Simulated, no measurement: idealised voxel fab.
Process module heading - voxel self aligned vias
It is cross-section cut that appears here, measuring 220 nm in width, its square cells being 5 nm in size.
Just so we're on the same page, the cross-sections are grids of square cells, and they're listed out in bands top to bottom, each band one or more rows deep.
The entry gives the band's vertical extent as a top height and a bottom height in nm, then its horizontal make-up as materials from left to right, each with a width in nm. "blank" stands for empty space; a single material marked "all across" fills the band edge to edge.
Heads up on the height convention: 0 is the point under which the incoming wafer is all one material, and the lowest band has no bottom, it just keeps going down, like "top 0, no bottom".
Read "30 to 40" as a graded width: first number on top, second number at the bottom, same change between each pair of neighbouring rows.
It should be understood that the words "no change", when stated for a given step, signify that the cross-section underwent no change in any of its cells during that step.
If an empty space has no open way to the top and is at least 8 cells in size, "Unvented voids" lists it, written width x height at distance, where distance is measured from the left edge and every value is in nm.
On a step's line, text after the settings is the simulator commenting on that step.
overlay nm: for a step with a mask, the amount by which the mask lay right of where it was planned; a negative amount means left of it.
Each pair below shows a cross-section before one step and the cross-section after it, down to the lowest band that changed. The line under each pair gives the step between them, with its settings. The pairs can come from different runs of this module on the same starting wafer, so a pair continues from the pair above only where its "Pre-process state" says so.
Pre-process state:
> top 60, bottom 40  70 lowk, 40 blank, 110 lowk
> top 40, bottom 30  70 lowk, 20 SiN, 35 lowk, 20 SiN, 75 lowk
> top 30, bottom 20  70 lowk, 5 TiN, 10 Ru, 5 TiN, 35 lowk, 5 TiN, 10 Ru, 5 TiN, 75 lowk
> top 20, bottom 15  70 lowk, 20 TiN, 35 lowk, 20 TiN, 75 lowk
> top 15, bottom 10  SiCN all across
> top 10, bottom 0  SiO2 all across
> top 0, no bottom  Si all across
> Unvented voids: none
Section After Processing:
> top 60, bottom 40  70 lowk, 40 blank, 110 lowk
> top 40, bottom 30  70 lowk, 20 blank, 35 lowk, 20 SiN, 75 lowk
> No changes below 30.
> Unvented voids: none
Intermediate step for the cross-sections above: MASKED_ETCH: tone open, mask id VIAS, width nm 40, etch materials SiN, depth nm 10, overlay nm 0
Pre-process state: The cross-section prior to this step is the one presented after the step of the pair immediately above.
Section After Processing:
> top 65, bottom 60  75 TiN, 30 blank, 115 TiN
> top 60, bottom 45  70 lowk, 5 TiN, 30 blank, 5 TiN, 110 lowk
> top 45, bottom 40  70 lowk, 5 TiN, 10 blank, 25 TiN, 110 lowk
> top 40, bottom 35  70 lowk, 5 TiN, 10 blank, 5 TiN, 35 lowk, 20 SiN, 75 lowk
> top 35, bottom 30  70 lowk, 20 TiN, 35 lowk, 20 SiN, 75 lowk
> No changes below 30.
> Unvented voids: none
Intermediate step for the cross-sections above: CONFORMAL_DEP: material TiN, thk nm 5
Pre-process state: The cross-section prior to this step is the one presented after the step of the pair immediately above.
Section After Processing:
> top 75, bottom 65  W all across
> top 65, bottom 60  75 TiN, 30 W, 115 TiN
> top 60, bottom 45  70 lowk, 5 TiN, 30 W, 5 TiN, 110 lowk
> top 45, bottom 40  70 lowk, 5 TiN, 10 W, 25 TiN, 110 lowk
> top 40, bottom 35  70 lowk, 5 TiN, 10 W, 5 TiN, 35 lowk, 20 SiN, 75 lowk
> No changes below 35.
> Unvented voids: none
Intermediate step for the cross-sections above: FILL_DEP: material W, thk nm 10
Pre-process state: The cross-section prior to this step is the one presented after the step of the pair immediately above.
Section After Processing:
> top 60, bottom 45  70 lowk, 5 TiN, 30 W, 5 TiN, 110 lowk
> No changes below 45.
> Unvented voids: none
Intermediate step for the cross-sections above: CMP: height nm 60
Pre-process state: The cross-section prior to this step is the one presented after the step of the pair immediately above.
Section After Processing:
> top 65, bottom 60  SiCN all across
> No changes below 60.
> Unvented voids: none
Intermediate step for the cross-sections above: CONFORMAL_DEP: material SiCN, thk nm 5
Pre-process state:
> top 10, bottom 0  SiO2 all across
> top 0, no bottom  Si all across
> Unvented voids: none
Section After Processing:
> top 15, bottom 0  SiO2 all across
> No changes below 0.
> Unvented voids: none
Intermediate step for the cross-sections above: CONFORMAL_DEP: material SiO2, thk nm 5
Pre-process state: The cross-section prior to this step is the one presented after the step of the pair immediately above.
Section After Processing:
> top 40, bottom 15  lowk all across
> No changes below 15.
> Unvented voids: none
Intermediate step for the cross-sections above: DIRECTIONAL_DEP: material lowk, thk nm 25
Pre-process state: The cross-section prior to this step is the one presented after the step of the pair immediately above.
Section After Processing:
> top 55, bottom 40  70 resist, 20 blank, 35 resist, 20 blank, 75 resist
> No changes below 40.
> Unvented voids: none
Intermediate step for the cross-sections above: PATTERN: tone open, mask id LINES, material resist, width nm 20, pitch nm 55, thk nm 15, overlay nm 0
Pre-process state: The cross-section prior to this step is the one presented after the step of the pair immediately above.
Section After Processing:
> top 55, bottom 40  70 resist, 20 blank, 35 resist, 20 blank, 75 resist
> top 40, bottom 15  70 lowk, 20 blank, 35 lowk, 20 blank, 75 lowk
> No changes below 15.
> Unvented voids: none
Intermediate step for the cross-sections above: DIRECTIONAL_ETCH: etch materials lowk, depth nm 25
Pre-process state: The cross-section prior to this step is the one presented after the step of the pair immediately above.
Section After Processing:
> top 40, bottom 15  70 lowk, 20 blank, 35 lowk, 20 blank, 75 lowk
> No changes below 15.
> Unvented voids: none
Intermediate step for the cross-sections above: STRIP: etch materials resist
Pre-process state: The cross-section prior to this step is the one presented after the step of the pair immediately above.
Section After Processing:
> top 45, bottom 40  75 TiN, 10 blank, 45 TiN, 10 blank, 80 TiN
> top 40, bottom 20  70 lowk, 5 TiN, 10 blank, 5 TiN, 35 lowk, 5 TiN, 10 blank, 5 TiN, 75 lowk
> top 20, bottom 15  70 lowk, 20 TiN, 35 lowk, 20 TiN, 75 lowk
> No changes below 15.
> Unvented voids: none
Intermediate step for the cross-sections above: CONFORMAL_DEP: material TiN, thk nm 5
Pre-process state: The cross-section prior to this step is the one presented after the step of the pair immediately above.
Section After Processing:
> top 50, bottom 45  Ru all across
> top 45, bottom 40  75 TiN, 10 Ru, 45 TiN, 10 Ru, 80 TiN
> top 40, bottom 20  70 lowk, 5 TiN, 10 Ru, 5 TiN, 35 lowk, 5 TiN, 10 Ru, 5 TiN, 75 lowk
> No changes below 20.
> Unvented voids: none
Intermediate step for the cross-sections above: FILL_DEP: material Ru, thk nm 5
Pre-process state: The cross-section prior to this step is the one presented after the step of the pair immediately above.
Section After Processing:
> top 40, bottom 20  70 lowk, 5 TiN, 10 Ru, 5 TiN, 35 lowk, 5 TiN, 10 Ru, 5 TiN, 75 lowk
> No changes below 20.
> Unvented voids: none
Intermediate step for the cross-sections above: CMP: height nm 40
Pre-process state: The cross-section prior to this step is the one presented after the step of the pair immediately above.
Section After Processing:
> top 40, bottom 30  70 lowk, 20 blank, 35 lowk, 20 blank, 75 lowk
> No changes below 30.
> Unvented voids: none
Intermediate step for the cross-sections above: SELECTIVE_ETCH: etch materials W Ru TiN, depth nm 10
Pre-process state: The cross-section prior to this step is the one presented after the step of the pair immediately above.
Section After Processing:
> top 50, bottom 40  SiN all across
> top 40, bottom 30  70 lowk, 20 SiN, 35 lowk, 20 SiN, 75 lowk
> No changes below 30.
> Unvented voids: none
Intermediate step for the cross-sections above: FILL_DEP: material SiN, thk nm 10
Pre-process state: The cross-section prior to this step is the one presented after the step of the pair immediately above.
Section After Processing:
> top 40, bottom 30  70 lowk, 20 SiN, 35 lowk, 20 SiN, 75 lowk
> No changes below 30.
> Unvented voids: none
Intermediate step for the cross-sections above: CMP: height nm 40
Pre-process state: The cross-section prior to this step is the one presented after the step of the pair immediately above.
Section After Processing:
> top 60, bottom 40  lowk all across
> No changes below 40.
> Unvented voids: none
Intermediate step for the cross-sections above: DIRECTIONAL_DEP: material lowk, thk nm 20
Pre-process state: The cross-section prior to this step is the one presented after the step of the pair immediately above.
Section After Processing:
> top 60, bottom 40  60 lowk, 40 blank, 120 lowk
> No changes below 40.
> Unvented voids: none
Intermediate step for the cross-sections above: MASKED_ETCH: tone open, mask id VIAS, width nm 40, etch materials lowk, depth nm 20, overlay nm 0
Pre-process state: The cross-section prior to this step is the one presented after the step of the pair immediately above.
Section After Processing:
> top 60, bottom 40  60 lowk, 40 blank, 120 lowk
> top 40, bottom 30  70 lowk, 20 blank, 35 lowk, 20 SiN, 75 lowk
> No changes below 30.
> Unvented voids: none
Intermediate step for the cross-sections above: MASKED_ETCH: tone open, mask id VIAS, width nm 40, etch materials SiN, depth nm 10, overlay nm 0
Pre-process state: The cross-section prior to this step is the one presented after the step of the pair immediately above.
Section After Processing:
> top 65, bottom 60  65 TiN, 30 blank, 125 TiN
> top 60, bottom 45  60 lowk, 5 TiN, 30 blank, 5 TiN, 120 lowk
> top 45, bottom 40  60 lowk, 15 TiN, 10 blank, 15 TiN, 120 lowk
> top 40, bottom 35  70 lowk, 5 TiN, 10 blank, 5 TiN, 35 lowk, 20 SiN, 75 lowk
> top 35, bottom 30  70 lowk, 20 TiN, 35 lowk, 20 SiN, 75 lowk
> No changes below 30.
> Unvented voids: none
Intermediate step for the cross-sections above: CONFORMAL_DEP: material TiN, thk nm 5
Pre-process state: The cross-section prior to this step is the one presented after the step of the pair immediately above.
Section After Processing:
> top 75, bottom 65  W all across
> top 65, bottom 60  65 TiN, 30 W, 125 TiN
> top 60, bottom 45  60 lowk, 5 TiN, 30 W, 5 TiN, 120 lowk
> top 45, bottom 40  60 lowk, 15 TiN, 10 W, 15 TiN, 120 lowk
> top 40, bottom 35  70 lowk, 5 TiN, 10 W, 5 TiN, 35 lowk, 20 SiN, 75 lowk
> No changes below 35.
> Unvented voids: none
Intermediate step for the cross-sections above: FILL_DEP: material W, thk nm 10
Pre-process state: The cross-section prior to this step is the one presented after the step of the pair immediately above.
Section After Processing:
> top 60, bottom 45  60 lowk, 5 TiN, 30 W, 5 TiN, 120 lowk
> No changes below 45.
> Unvented voids: none
Intermediate step for the cross-sections above: CMP: height nm 60
Pre-process state: The cross-section prior to this step is the one presented after the step of the pair immediately above.
Section After Processing:
> top 65, bottom 60  SiCN all across
> No changes below 60.
> Unvented voids: none
Intermediate step for the cross-sections above: CONFORMAL_DEP: material SiCN, thk nm 5
Pre-process state:
> top 40, bottom 15  lowk all across
> top 15, bottom 10  SiCN all across
> top 10, bottom 0  SiO2 all across
> top 0, no bottom  Si all across
> Unvented voids: none
Section After Processing:
> top 55, bottom 40  70 blank, 20 resist, 35 blank, 20 resist, 75 blank
> No changes below 40.
> Unvented voids: none
Intermediate step for the cross-sections above: PATTERN: tone cover, mask id LINES, material resist, width nm 20, pitch nm 55, thk nm 15, overlay nm 0
Pre-process state: The cross-section prior to this step is the one presented after the step of the pair immediately above.
Section After Processing:
> top 55, bottom 40  70 blank, 20 resist, 35 blank, 20 resist, 75 blank
> top 40, bottom 15  70 blank, 20 lowk, 35 blank, 20 lowk, 75 blank
> No changes below 15.
> Unvented voids: none
Intermediate step for the cross-sections above: DIRECTIONAL_ETCH: etch materials lowk, depth nm 25
Pre-process state: The cross-section prior to this step is the one presented after the step of the pair immediately above.
Section After Processing:
> top 40, bottom 15  70 blank, 20 lowk, 35 blank, 20 lowk, 75 blank
> No changes below 15.
> Unvented voids: none
Intermediate step for the cross-sections above: STRIP: etch materials resist
Pre-process state: The cross-section prior to this step is the one presented after the step of the pair immediately above.
Section After Processing:
> top 45, bottom 40  65 blank, 30 TiN, 25 blank, 30 TiN, 70 blank
> top 40, bottom 20  65 blank, 5 TiN, 20 lowk, 5 TiN, 25 blank, 5 TiN, 20 lowk, 5 TiN, 70 blank
> top 20, bottom 15  70 TiN, 20 lowk, 35 TiN, 20 lowk, 75 TiN
> No changes below 15.
> Unvented voids: none
Intermediate step for the cross-sections above: CONFORMAL_DEP: material TiN, thk nm 5
Pre-process state: The cross-section prior to this step is the one presented after the step of the pair immediately above.
Section After Processing:
> top 50, bottom 45  Ru all across
> top 45, bottom 40  65 Ru, 30 TiN, 25 Ru, 30 TiN, 70 Ru
> top 40, bottom 20  65 Ru, 5 TiN, 20 lowk, 5 TiN, 25 Ru, 5 TiN, 20 lowk, 5 TiN, 70 Ru
> No changes below 20.
> Unvented voids: none
Intermediate step for the cross-sections above: FILL_DEP: material Ru, thk nm 5
Pre-process state: The cross-section prior to this step is the one presented after the step of the pair immediately above.
Section After Processing:
> top 40, bottom 20  65 Ru, 5 TiN, 20 lowk, 5 TiN, 25 Ru, 5 TiN, 20 lowk, 5 TiN, 70 Ru
> No changes below 20.
> Unvented voids: none
Intermediate step for the cross-sections above: CMP: height nm 40
Pre-process state: The cross-section prior to this step is the one presented after the step of the pair immediately above.
Section After Processing:
> top 40, bottom 30  70 blank, 20 lowk, 35 blank, 20 lowk, 75 blank
> No changes below 30.
> Unvented voids: none
Intermediate step for the cross-sections above: SELECTIVE_ETCH: etch materials W Ru TiN, depth nm 10
Pre-process state: The cross-section prior to this step is the one presented after the step of the pair immediately above.
Section After Processing:
> top 50, bottom 40  SiN all across
> top 40, bottom 30  70 SiN, 20 lowk, 35 SiN, 20 lowk, 75 SiN
> No changes below 30.
> Unvented voids: none
Intermediate step for the cross-sections above: FILL_DEP: material SiN, thk nm 10
Pre-process state: The cross-section prior to this step is the one presented after the step of the pair immediately above.
Section After Processing:
> top 40, bottom 30  70 SiN, 20 lowk, 35 SiN, 20 lowk, 75 SiN
> No changes below 30.
> Unvented voids: none
Intermediate step for the cross-sections above: CMP: height nm 40
Pre-process state: The cross-section prior to this step is the one presented after the step of the pair immediately above.
Section After Processing:
> top 60, bottom 40  lowk all across
> No changes below 40.
> Unvented voids: none
Intermediate step for the cross-sections above: DIRECTIONAL_DEP: material lowk, thk nm 20
Pre-process state: The cross-section prior to this step is the one presented after the step of the pair immediately above.
Section After Processing:
> top 60, bottom 40  60 lowk, 40 blank, 120 lowk
> No changes below 40.
> Unvented voids: none
Intermediate step for the cross-sections above: MASKED_ETCH: tone open, mask id VIAS, width nm 40, etch materials lowk, depth nm 20, overlay nm 0
Pre-process state: The cross-section prior to this step is the one presented after the step of the pair immediately above.
Section After Processing:
> top 60, bottom 40  60 lowk, 40 blank, 120 lowk
> top 40, bottom 30  60 SiN, 10 blank, 20 lowk, 10 blank, 25 SiN, 20 lowk, 75 SiN
> No changes below 30.
> Unvented voids: none
Intermediate step for the cross-sections above: MASKED_ETCH: tone open, mask id VIAS, width nm 40, etch materials SiN, depth nm 10, overlay nm 0
Pre-process state: The cross-section prior to this step is the one presented after the step of the pair immediately above.
Section After Processing:
> top 65, bottom 60  65 TiN, 30 blank, 125 TiN
> top 60, bottom 45  60 lowk, 5 TiN, 30 blank, 5 TiN, 120 lowk
> top 45, bottom 40  60 lowk, 40 TiN, 120 lowk
> top 40, bottom 30  60 SiN, 10 TiN, 20 lowk, 10 TiN, 25 SiN, 20 lowk, 75 SiN
> No changes below 30.
> Unvented voids: none
Intermediate step for the cross-sections above: CONFORMAL_DEP: material TiN, thk nm 5
Pre-process state: The cross-section prior to this step is the one presented after the step of the pair immediately above.
Section After Processing:
> top 75, bottom 65  W all across
> top 65, bottom 60  65 TiN, 30 W, 125 TiN
> top 60, bottom 45  60 lowk, 5 TiN, 30 W, 5 TiN, 120 lowk
> No changes below 45.
> Unvented voids: none
Intermediate step for the cross-sections above: FILL_DEP: material W, thk nm 10
Pre-process state: The cross-section prior to this step is the one presented after the step of the pair immediately above.
Section After Processing:
> top 60, bottom 45  60 lowk, 5 TiN, 30 W, 5 TiN, 120 lowk
> No changes below 45.
> Unvented voids: none
Intermediate step for the cross-sections above: CMP: height nm 60
Pre-process state: The cross-section prior to this step is the one presented after the step of the pair immediately above.
Section After Processing:
> top 65, bottom 60  SiCN all across
> No changes below 60.
> Unvented voids: none
Intermediate step for the cross-sections above: CONFORMAL_DEP: material SiCN, thk nm 5
